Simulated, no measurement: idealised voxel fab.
The following is a process module called voxel released beams.
The figure presents cross-section cut, which has a width of 220 nm and is divided into square cells with an edge length of 5 nm.
Cross-section spec: square-cell grid; bands listed top down; each band is one or more rows. A band entry consists of two parts. The first gives the height of the band's top and the height of its bottom, in nm. The rest lists the band's materials from left to right, each with its width in nm. A single material labelled with the word "everywhere" fills the band from edge to edge, and the word "empty" marks empty space. Convention: height 0 is the level below which the wafer, as received, is all one material. The lowest band does not terminate at the bottom but continues downward, represented as "0..down". The notation "30 to 40" denotes a width that varies across the rows of cells in the band, beginning at the first number in the top row, finishing at the second number in the bottom row, and changing by an identical amount from each row to the next. It should be understood that the words "stayed the same", when stated for a given step, signify that the cross-section underwent no change in any of its cells during that step. "Enclosed internal voids" - sealed voids, min. 8 cells, no opening to top; format: width x height at distance (distance from left edge; nm throughout). Post-settings text on a step line: simulator's own remark regarding the step. overlay nm: step with mask; distance mask lay right of planned place; negative value = left of planned place. Read each pair as before and after one process step. The after cross-section shows only down to the lowest band that changed. The step between them and its settings are given below the pair. Pairs can come from different runs of this module on the same starting wafer. A pair continues from the pair above only where its "Before step" entry says so.

BEFORE STEP
- 0..down | Si everywhere
- Enclosed internal voids: none

AFTER
- 10..0 | Al2O3 everywhere
- Heights below 0 show no change.
- Enclosed internal voids: none
Here is the step that sits between the two cross-sections above: CONFORMAL_DEP,material Al2O3,thk nm 10

Before step: identical to the post-step cross-section of the immediately preceding pair.

AFTER
- 20..10 | SiO2 everywhere
- Heights below 10 show no change.
- Enclosed internal voids: none
Here is the step that sits between the two cross-sections above: DIRECTIONAL_DEP,material SiO2,thk nm 10

Before step: identical to the post-step cross-section of the immediately preceding pair.

AFTER
- 35..20 | aC everywhere
- Heights below 20 show no change.
- Enclosed internal voids: none
Here is the step that sits between the two cross-sections above: DIRECTIONAL_DEP,material aC,thk nm 15

Before step: identical to the post-step cross-section of the immediately preceding pair.

AFTER
- 65..35 | resist 55 nm / empty 35 nm / resist 130 nm
- Heights below 35 show no change.
- Enclosed internal voids: none
Here is the step that sits between the two cross-sections above: PATTERN,tone open,mask id ANCHOR,material resist,width nm 35,thk nm 30,overlay nm 0

Before step: identical to the post-step cross-section of the immediately preceding pair.

AFTER
- 50..35 | resist 55 nm / empty 35 nm / resist 130 nm
- 35..20 | aC 55 nm / empty 35 nm / aC 130 nm
- Heights below 20 show no change.
- Enclosed internal voids: none
Here is the step that sits between the two cross-sections above: DIRECTIONAL_ETCH,etch materials aC,depth nm 15

Before step: identical to the post-step cross-section of the immediately preceding pair.

AFTER
- 35..20 | aC 55 nm / empty 35 nm / aC 130 nm
- Heights below 20 show no change.
- Enclosed internal voids: none
Here is the step that sits between the two cross-sections above: STRIP,etch materials resist

Before step: identical to the post-step cross-section of the immediately preceding pair.

AFTER
- 35..20 | aC 55 nm / empty 35 nm / aC 130 nm
- 20..10 | SiO2 55 nm / empty 35 nm / SiO2 130 nm
- Heights below 10 show no change.
- Enclosed internal voids: none
Here is the step that sits between the two cross-sections above: DIRECTIONAL_ETCH,etch materials SiO2,depth nm 10

Before step: identical to the post-step cross-section of the immediately preceding pair.

AFTER
- 20..10 | SiO2 55 nm / empty 35 nm / SiO2 130 nm
- Heights below 10 show no change.
- Enclosed internal voids: none
Here is the step that sits between the two cross-sections above: STRIP,etch materials aC

Before step: identical to the post-step cross-section of the immediately preceding pair.

AFTER
- 30..20 | W 65 nm / empty 15 nm / W 140 nm
- 20..10 | SiO2 55 nm / W 35 nm / SiO2 130 nm
- Heights below 10 show no change.
- Enclosed internal voids: none
Here is the step that sits between the two cross-sections above: CONFORMAL_DEP,material W,thk nm 10

Before step: identical to the post-step cross-section of the immediately preceding pair.

AFTER
- 30..20 | empty 50 nm / W 15 nm / empty 15 nm / W 80 nm / empty 60 nm
- Heights below 20 show no change.
- Enclosed internal voids: none
Here is the step that sits between the two cross-sections above: MASKED_ETCH,tone cover,mask id BEAM,width nm 110,etch materials W,depth nm 10,overlay nm 0

Before step: identical to the post-step cross-section of the immediately preceding pair.

AFTER
- 30..20 | empty 50 nm / W 15 nm / empty 15 nm / W 80 nm / empty 60 nm
- 20..10 | empty 55 nm / W 35 nm / empty 130 nm
- Heights below 10 show no change.
- Enclosed internal voids: none
Here is the step that sits between the two cross-sections above: STRIP,etch materials SiO2

BEFORE STEP
- 0..down | Si everywhere
- Enclosed internal voids: none

AFTER
- 10..0 | SiO2 everywhere
- Heights below 0 show no change.
- Enclosed internal voids: none
Here is the step that sits between the two cross-sections above: DIRECTIONAL_DEP,material SiO2,thk nm 10

Before step: identical to the post-step cross-section of the immediately preceding pair.

AFTER
- 25..10 | aC everywhere
- Heights below 10 show no change.
- Enclosed internal voids: none
Here is the step that sits between the two cross-sections above: DIRECTIONAL_DEP,material aC,thk nm 15

Before step: identical to the post-step cross-section of the immediately preceding pair.

AFTER
- 55..25 | resist 55 nm / empty 35 nm / resist 130 nm
- Heights below 25 show no change.
- Enclosed internal voids: none
Here is the step that sits between the two cross-sections above: PATTERN,tone open,mask id ANCHOR,material resist,width nm 35,thk nm 30,overlay nm 0

Before step: identical to the post-step cross-section of the immediately preceding pair.

AFTER
- 40..25 | resist 55 nm / empty 35 nm / resist 130 nm
- 25..10 | aC 55 nm / empty 35 nm / aC 130 nm
- Heights below 10 show no change.
- Enclosed internal voids: none
Here is the step that sits between the two cross-sections above: DIRECTIONAL_ETCH,etch materials aC,depth nm 15

Before step: identical to the post-step cross-section of the immediately preceding pair.

AFTER
- 25..10 | aC 55 nm / empty 35 nm / aC 130 nm
- Heights below 10 show no change.
- Enclosed internal voids: none
Here is the step that sits between the two cross-sections above: STRIP,etch materials resist

Before step: identical to the post-step cross-section of the immediately preceding pair.

AFTER
- 25..10 | aC 55 nm / empty 35 nm / aC 130 nm
- 10..0 | SiO2 55 nm / empty 35 nm / SiO2 130 nm
- Heights below 0 show no change.
- Enclosed internal voids: none
Here is the step that sits between the two cross-sections above: DIRECTIONAL_ETCH,etch materials SiO2,depth nm 10

Before step: identical to the post-step cross-section of the immediately preceding pair.

AFTER
- 10..0 | SiO2 55 nm / empty 35 nm / SiO2 130 nm
- Heights below 0 show no change.
- Enclosed internal voids: none
Here is the step that sits between the two cross-sections above: STRIP,etch materials aC

Before step: identical to the post-step cross-section of the immediately preceding pair.

AFTER
- 20..10 | W 65 nm / empty 15 nm / W 140 nm
- 10..0 | SiO2 55 nm / W 35 nm / SiO2 130 nm
- Heights below 0 show no change.
- Enclosed internal voids: none
Here is the step that sits between the two cross-sections above: CONFORMAL_DEP,material W,thk nm 10

Before step: identical to the post-step cross-section of the immediately preceding pair.

AFTER
- 20..10 | empty 50 nm / W 15 nm / empty 15 nm / W 80 nm / empty 60 nm
- Heights below 10 show no change.
- Enclosed internal voids: none
Here is the step that sits between the two cross-sections above: MASKED_ETCH,tone cover,mask id BEAM,width nm 110,etch materials W,depth nm 10,overlay nm 0

Before step: identical to the post-step cross-section of the immediately preceding pair.

AFTER
- 20..10 | empty 50 nm / W 15 nm / empty 15 nm / W 80 nm / empty 60 nm
- 10..0 | empty 55 nm / W 35 nm / empty 130 nm
- Heights below 0 show no change.
- Enclosed internal voids: none
Here is the step that sits between the two cross-sections above: STRIP,etch materials SiO2

BEFORE STEP
- 10..0 | SiO2 everywhere
- 0..down | Si everywhere
- Enclosed internal voids: none

AFTER
- 20..10 | Al2O3 everywhere
- Heights below 10 show no change.
- Enclosed internal voids: none
Here is the step that sits between the two cross-sections above: CONFORMAL_DEP,material Al2O3,thk nm 10

Before step: identical to the post-step cross-section of the immediately preceding pair.

AFTER
- 35..20 | aC everywhere
- Heights below 20 show no change.
- Enclosed internal voids: none
Here is the step that sits between the two cross-sections above: DIRECTIONAL_DEP,material aC,thk nm 15

Before step: identical to the post-step cross-section of the immediately preceding pair.

AFTER
- 65..35 | resist 55 nm / empty 35 nm / resist 130 nm
- Heights below 35 show no change.
- Enclosed internal voids: none
Here is the step that sits between the two cross-sections above: PATTERN,tone open,mask id ANCHOR,material resist,width nm 35,thk nm 30,overlay nm 0

Before step: identical to the post-step cross-section of the immediately preceding pair.

AFTER
- 50..35 | resist 55 nm / empty 35 nm / resist 130 nm
- 35..20 | aC 55 nm / empty 35 nm / aC 130 nm
- Heights below 20 show no change.
- Enclosed internal voids: none
Here is the step that sits between the two cross-sections above: DIRECTIONAL_ETCH,etch materials aC,depth nm 15

Before step: identical to the post-step cross-section of the immediately preceding pair.

AFTER
- 35..20 | aC 55 nm / empty 35 nm / aC 130 nm
- Heights below 20 show no change.
- Enclosed internal voids: none
Here is the step that sits between the two cross-sections above: STRIP,etch materials resist

Before step: identical to the post-step cross-section of the immediately preceding pair.

AFTER
- 20..10 | Al2O3 everywhere
- Heights below 10 show no change.
- Enclosed internal voids: none
Here is the step that sits between the two cross-sections above: STRIP,etch materials aC

Before step: identical to the post-step cross-section of the immediately preceding pair.

AFTER
- 30..20 | W everywhere
- Heights below 20 show no change.
- Enclosed internal voids: none
Here is the step that sits between the two cross-sections above: CONFORMAL_DEP,material W,thk nm 10

Before step: identical to the post-step cross-section of the immediately preceding pair.

AFTER
- 30..20 | empty 50 nm / W 110 nm / empty 60 nm
- Heights below 20 show no change.
- Enclosed internal voids: none
Here is the step that sits between the two cross-sections above: MASKED_ETCH,tone cover,mask id BEAM,width nm 110,etch materials W,depth nm 10,overlay nm 0

BEFORE STEP
- 20..10 | SiO2 55 nm / empty 35 nm / SiO2 130 nm
- 10..0 | Al2O3 everywhere
- 0..down | Si everywhere
- Enclosed internal voids: none

AFTER
- 25..20 | W 60 nm / empty 25 nm / W 135 nm
- 20..15 | SiO2 55 nm / W 5 nm / empty 25 nm / W 5 nm / SiO2 130 nm
- 15..10 | SiO2 55 nm / W 35 nm / SiO2 130 nm
- Heights below 10 show no change.
- Enclosed internal voids: none
Here is the step that sits between the two cross-sections above: CONFORMAL_DEP,material W,thk nm 5

Before step: identical to the post-step cross-section of the immediately preceding pair.

AFTER
- 25..20 | empty 50 nm / W 10 nm / empty 25 nm / W 75 nm / empty 60 nm
- Heights below 20 show no change.
- Enclosed internal voids: none
Here is the step that sits between the two cross-sections above: MASKED_ETCH,tone cover,mask id BEAM,width nm 110,etch materials W,depth nm 10,overlay nm 0

Before step: identical to the post-step cross-section of the immediately preceding pair.

AFTER
- 25..15 | empty 50 to 55 nm / W 10 to 5 nm / empty 25 nm / W 75 to 5 nm / empty 60 to 130 nm
- 15..10 | empty 55 nm / W 35 nm / empty 130 nm
- Heights below 10 show no change.
- Enclosed internal voids: none
Here is the step that sits between the two cross-sections above: STRIP,etch materials SiO2

BEFORE STEP
- 30..20 | W 65 nm / empty 15 nm / W 140 nm
- 20..10 | SiO2 55 nm / W 35 nm / SiO2 130 nm
- 10..0 | Al2O3 everywhere
- 0..down | Si everywhere
- Enclosed internal voids: none

AFTER
- 30..20 | empty 50 nm / W 15 nm / empty 15 nm / W 85 nm / empty 55 nm
- Heights below 20 show no change.
- Enclosed internal voids: none
Here is the step that sits between the two cross-sections above: MASKED_ETCH,tone cover,mask id BEAM,width nm 115,etch materials W,depth nm 10,overlay nm 0

Before step: identical to the post-step cross-section of the immediately preceding pair.

AFTER
- 30..20 | empty 50 nm / W 15 nm / empty 15 nm / W 85 nm / empty 55 nm
- 20..10 | empty 55 nm / W 35 nm / empty 130 nm
- Heights below 10 show no change.
- Enclosed internal voids: none
Here is the step that sits between the two cross-sections above: STRIP,etch materials SiO2

BEFORE STEP
- 30..20 | W 65 nm / empty 15 nm / W 140 nm
- 20..10 | SiO2 55 nm / W 35 nm / SiO2 130 nm
- 10..0 | Al2O3 everywhere
- 0..down | Si everywhere
- Enclosed internal voids: none

AFTER
- 30..20 | empty 45 nm / W 20 nm / empty 15 nm / W 75 nm / empty 65 nm
- Heights below 20 show no change.
- Enclosed internal voids: none
Here is the step that sits between the two cross-sections above: MASKED_ETCH,tone cover,mask id BEAM,width nm 110,etch materials W,depth nm 10,overlay nm -5

Before step: identical to the post-step cross-section of the immediately preceding pair.

AFTER
- 30..20 | empty 45 nm / W 20 nm / empty 15 nm / W 75 nm / empty 65 nm
- 20..10 | empty 55 nm / W 35 nm / empty 130 nm
- Heights below 10 show no change.
- Enclosed internal voids: none
Here is the step that sits between the two cross-sections above: STRIP,etch materials SiO2

BEFORE STEP
- 0..down | Si everywhere
- Enclosed internal voids: none

AFTER
- 10..0 | SiO2 everywhere
- Heights below 0 show no change.
- Enclosed internal voids: none
Here is the step that sits between the two cross-sections above: CONFORMAL_DEP,material SiO2,thk nm 10

Before step: identical to the post-step cross-section of the immediately preceding pair.

AFTER
- 20..0 | SiO2 everywhere
- Heights below 0 show no change.
- Enclosed internal voids: none
Here is the step that sits between the two cross-sections above: DIRECTIONAL_DEP,material SiO2,thk nm 10

Before step: identical to the post-step cross-section of the immediately preceding pair.

AFTER
- 35..20 | aC everywhere
- Heights below 20 show no change.
- Enclosed internal voids: none
Here is the step that sits between the two cross-sections above: DIRECTIONAL_DEP,material aC,thk nm 15

Before step: identical to the post-step cross-section of the immediately preceding pair.

AFTER
- 65..35 | resist 55 nm / empty 35 nm / resist 130 nm
- Heights below 35 show no change.
- Enclosed internal voids: none
Here is the step that sits between the two cross-sections above: PATTERN,tone open,mask id ANCHOR,material resist,width nm 35,thk nm 30,overlay nm 0

Before step: identical to the post-step cross-section of the immediately preceding pair.

AFTER
- 50..35 | resist 55 nm / empty 35 nm / resist 130 nm
- 35..20 | aC 55 nm / empty 35 nm / aC 130 nm
- Heights below 20 show no change.
- Enclosed internal voids: none
Here is the step that sits between the two cross-sections above: DIRECTIONAL_ETCH,etch materials aC,depth nm 15

Before step: identical to the post-step cross-section of the immediately preceding pair.

AFTER
- 35..20 | aC 55 nm / empty 35 nm / aC 130 nm
- Heights below 20 show no change.
- Enclosed internal voids: none
Here is the step that sits between the two cross-sections above: STRIP,etch materials resist

Before step: identical to the post-step cross-section of the immediately preceding pair.

AFTER
- 35..20 | aC 55 nm / empty 35 nm / aC 130 nm
- 20..10 | SiO2 55 nm / empty 35 nm / SiO2 130 nm
- Heights below 10 show no change.
- Enclosed internal voids: none
Here is the step that sits between the two cross-sections above: DIRECTIONAL_ETCH,etch materials SiO2,depth nm 10

Before step: identical to the post-step cross-section of the immediately preceding pair.

AFTER
- 20..10 | SiO2 55 nm / empty 35 nm / SiO2 130 nm
- Heights below 10 show no change.
- Enclosed internal voids: none
Here is the step that sits between the two cross-sections above: STRIP,etch materials aC

Before step: identical to the post-step cross-section of the immediately preceding pair.

AFTER
- 30..20 | W 65 nm / empty 15 nm / W 140 nm
- 20..10 | SiO2 55 nm / W 35 nm / SiO2 130 nm
- Heights below 10 show no change.
- Enclosed internal voids: none
Here is the step that sits between the two cross-sections above: CONFORMAL_DEP,material W,thk nm 10

Before step: identical to the post-step cross-section of the immediately preceding pair.

AFTER
- 30..20 | empty 50 nm / W 15 nm / empty 15 nm / W 80 nm / empty 60 nm
- Heights below 20 show no change.
- Enclosed internal voids: none
Here is the step that sits between the two cross-sections above: MASKED_ETCH,tone cover,mask id BEAM,width nm 110,etch materials W,depth nm 10,overlay nm 0

Before step: identical to the post-step cross-section of the immediately preceding pair.

AFTER
- 0..down | Si everywhere
- Enclosed internal voids: none
Here is the step that sits between the two cross-sections above: STRIP,etch materials SiO2

BEFORE STEP
- 35..20 | aC everywhere
- 20..10 | SiO2 everywhere
- 10..0 | Al2O3 everywhere
- 0..down | Si everywhere
- Enclosed internal voids: none

AFTER
- 65..35 | empty 55 nm / resist 35 nm / empty 130 nm
- Heights below 35 show no change.
- Enclosed internal voids: none
Here is the step that sits between the two cross-sections above: PATTERN,tone cover,mask id ANCHOR,material resist,width nm 35,thk nm 30,overlay nm 0

Before step: identical to the post-step cross-section of the immediately preceding pair.

AFTER
- 50..35 | empty 55 nm / resist 35 nm / empty 130 nm
- 35..20 | empty 55 nm / aC 35 nm / empty 130 nm
- Heights below 20 show no change.
- Enclosed internal voids: none
Here is the step that sits between the two cross-sections above: DIRECTIONAL_ETCH,etch materials aC,depth nm 15

Before step: identical to the post-step cross-section of the immediately preceding pair.

AFTER
- 35..20 | empty 55 nm / aC 35 nm / empty 130 nm
- Heights below 20 show no change.
- Enclosed internal voids: none
Here is the step that sits between the two cross-sections above: STRIP,etch materials resist

Before step: identical to the post-step cross-section of the immediately preceding pair.

AFTER
- 35..20 | empty 55 nm / aC 35 nm / empty 130 nm
- 20..10 | empty 55 nm / SiO2 35 nm / empty 130 nm
- Heights below 10 show no change.
- Enclosed internal voids: none
Here is the step that sits between the two cross-sections above: DIRECTIONAL_ETCH,etch materials SiO2,depth nm 10

Before step: identical to the post-step cross-section of the immediately preceding pair.

AFTER
- 20..10 | empty 55 nm / SiO2 35 nm / empty 130 nm
- Heights below 10 show no change.
- Enclosed internal voids: none
Here is the step that sits between the two cross-sections above: STRIP,etch materials aC

Before step: identical to the post-step cross-section of the immediately preceding pair.

AFTER
- 30..20 | empty 45 nm / W 55 nm / empty 120 nm
- 20..10 | W 55 nm / SiO2 35 nm / W 130 nm
- Heights below 10 show no change.
- Enclosed internal voids: none
Here is the step that sits between the two cross-sections above: CONFORMAL_DEP,material W,thk nm 10

Before step: identical to the post-step cross-section of the immediately preceding pair.

AFTER
- 30..20 | empty 50 nm / W 50 nm / empty 120 nm
- 20..10 | empty 45 nm / W 10 nm / SiO2 35 nm / W 70 nm / empty 60 nm
- Heights below 10 show no change.
- Enclosed internal voids: none
Here is the step that sits between the two cross-sections above: MASKED_ETCH,tone cover,mask id BEAM,width nm 110,etch materials W,depth nm 10,overlay nm 0
